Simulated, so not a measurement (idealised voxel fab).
The process module that follows is named voxel self aligned vias.
cross-section cut | 210 nm wide | cells 5 nm
This document writes a cross-section as a grid whose cells are square, and gives it as bands, listed from the top down; one or more rows of cells form a band.
It is stipulated that each band's entry specify, in nanometres, the height of the top of the band and then that of its bottom, followed by the materials of the band in left-to-right sequence, each together with its width in nanometres. A single material marked by the word "all across" is understood to fill the band from edge to edge; the word "air" is understood to denote empty space.
Height is counted from the level 0, under which the received wafer is composed throughout of one material. The lowest of the bands is not closed at the bottom but continues downward, in the notation "z 0 and below".
The two numbers in a width such as "30..40" mark its ends across the band: the first belongs to the top row of cells, the second to the bottom row, and from each row to the next the width moves by the same amount.
Any step labelled "remained unchanged" changed none of the cells in the cross-section.
Empty spaces counting at least 8 cells and having no open way to the top are listed in "Enclosed void list". The notation width x height at distance is used for each, the distance being from the left edge and all three values in nm.
The remark found on a step's line after its settings is issued by the simulator itself and pertains to that step.
overlay nm: how far to the right of its planned place the mask lay on this masked step (negative: to the left).
## plan
1: RECEIVE (material Si)
2: CONFORMAL_DEP (material SiO2; thk nm 10)
3: CONFORMAL_DEP (material SiCN; thk nm 5)
4: DIRECTIONAL_DEP (material SiO2; thk nm 30)
5: PATTERN (tone open; mask id LINES; material resist; width nm 20; pitch nm 65; thk nm 15; overlay nm 0)
6: DIRECTIONAL_ETCH (etch materials SiO2; depth nm 30)
7: STRIP (etch materials resist)
8: CONFORMAL_DEP (material TiN; thk nm 5)
9: FILL_DEP (material W; thk nm 5)
10: CMP (height nm 45)
11: SELECTIVE_ETCH (etch materials W Ru TiN; depth nm 5)
12: FILL_DEP (material SiN; thk nm 5)
13: CMP (height nm 45)
14: DIRECTIONAL_DEP (material SiO2; thk nm 20)
15: DIRECTIONAL_DEP (material aC; thk nm 10)
16: PATTERN (tone open; mask id VIAS; material resist; width nm 40; pitch nm 130; thk nm 30; overlay nm 0)
17: DIRECTIONAL_ETCH (etch materials aC; depth nm 10)
18: STRIP (etch materials resist)
19: DIRECTIONAL_ETCH (etch materials SiO2; depth nm 20)
20: DIRECTIONAL_ETCH (etch materials SiN; depth nm 5)
21: STRIP (etch materials aC)
22: CONFORMAL_DEP (material TiN; thk nm 5)
23: FILL_DEP (material Cu; thk nm 5)
24: CMP (height nm 65)
25: CONFORMAL_DEP (material SiCN; thk nm 5)
## Shown in cross-section is the wafer as received, that is, as it stands after step 1
    z 0 and below | Si all across
    Enclosed void list: none
## First of two wafers, end-of-module section, run followed plan
    z 70 to 65 | SiCN all across
    z 65 to 50 | 20 of SiO2  5 of TiN  30 of Cu  5 of TiN  90 of SiO2  5 of TiN  30 of Cu  5 of TiN  20 of SiO2
    z 50 to 45 | 20 of SiO2  15 of TiN  10 of Cu  15 of TiN  90 of SiO2  15 of TiN  10 of Cu  15 of TiN  20 of SiO2
    z 45 to 40 | 30 of SiO2  20 of TiN  45 of SiO2  20 of SiN  45 of SiO2  20 of TiN  30 of SiO2
    z 40 to 20 | 30 of SiO2  5 of TiN  10 of W  5 of TiN  45 of SiO2  5 of TiN  10 of W  5 of TiN  45 of SiO2  5 of TiN  10 of W  5 of TiN  30 of SiO2
    z 20 to 15 | 30 of SiO2  20 of TiN  45 of SiO2  20 of TiN  45 of SiO2  20 of TiN  30 of SiO2
    z 15 to 10 | SiCN all across
    z 10 to 0 | SiO2 all across
    z 0 and below | Si all across
    Enclosed void list: none
## End of module, second wafer, cross-section. Started like the first, planned like the first, run with one mistake
    z 70 to 65 | SiCN all across
    z 65 to 45 | 20 of SiO2  5 of TiN  30 of Cu  5 of TiN  90 of SiO2  5 of TiN  30 of Cu  5 of TiN  20 of SiO2
    z 45 to 40 | 20 of SiO2  40 of TiN  35 of SiO2  20 of SiN  35 of SiO2  40 of TiN  20 of SiO2
    z 40 to 25 | 20 of SiO2  15 of TiN  10 of W  15 of TiN  35 of SiO2  5 of TiN  10 of W  5 of TiN  35 of SiO2  15 of TiN  10 of W  15 of TiN  20 of SiO2
    z 25 to 20 | 30 of SiO2  5 of TiN  10 of W  5 of TiN  45 of SiO2  5 of TiN  10 of W  5 of TiN  45 of SiO2  5 of TiN  10 of W  5 of TiN  30 of SiO2
    z 20 to 15 | 30 of SiO2  20 of TiN  45 of SiO2  20 of TiN  45 of SiO2  20 of TiN  30 of SiO2
    z 15 to 10 | SiCN all across
    z 10 to 0 | SiO2 all across
    z 0 and below | Si all across
    Enclosed void list: none
What went wrong in running the wafer? regarding the plan, step 19 was run twice
The second wafer ends with more or fewer cells of some materials than the first, per final count: 8 more of Cu, 32 fewer of SiO2, 24 more of TiN
